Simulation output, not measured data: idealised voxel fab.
A process module follows: voxel lift off.
Pictured: cross-section cut, 275 nm wide, on a grid of 5 nm square cells.
A cross-section in this document is a grid of square cells, and it is written down as bands, the top band listed before the ones below it; a band is made up of one or more rows of cells.
Quick guide to a band line: top height, bottom height (nm) up front; then every material left to right with its width in nm. Only one material and it's marked "full width"? Then it fills the band edge to edge. And "air" just means empty space.
Zero point of the height axis is 0; under it, received wafer = one material. Lowest band: continues down indefinitely, "z 0 and below".
Width spec "30..40" -> top row of cells at first value, bottom row at second value, equal per-row change in between.
When a step is marked "left unchanged", none of the cells in the cross-section changed during that step.
Enclosed voids (no open way to top), threshold 8 cells or more, entry "closed voids", notation width x height at distance, distance from left edge, nm.
after a step's settings: what the simulator itself notes on the step
"overlay nm" on a masked step: distance the mask lay right of its planned place, negative for left.

These are the steps we planned for the process:
step 1: RECEIVE: material Si
step 2: CONFORMAL_DEP: material SiO2, thk nm 15
step 3: PATTERN: tone open, mask id LINES, material resist, width nm 30, pitch nm 60, thk nm 20, overlay nm 0
step 4: DIRECTIONAL_DEP: material Ru, thk nm 5
step 5: STRIP: etch materials resist
step 6: CONFORMAL_DEP: material SiCN, thk nm 5

Shown in cross-section is the wafer as received, that is, as it stands after step 1:
* z 0 and below: Si full width
* closed voids: none

What the wafer looks like in cross-section after this module, when it starts as shown above and follows the plan above but one mistake is made in running it:
* z 25 to 20: 95 nm SiCN  20 nm air  40 nm SiCN  20 nm air  100 nm SiCN
* z 20 to 15: 90 nm Ru  30 nm SiCN  30 nm Ru  30 nm SiCN  95 nm Ru
* z 15 to 0: SiO2 full width
* z 0 and below: Si full width
* closed voids: none
Finding, execution versus plan: step 3 ran differently from the plan; actual operation with settings: PATTERN: tone cover, mask id LINES, material resist, width nm 30, pitch nm 60, thk nm 20, overlay nm 0
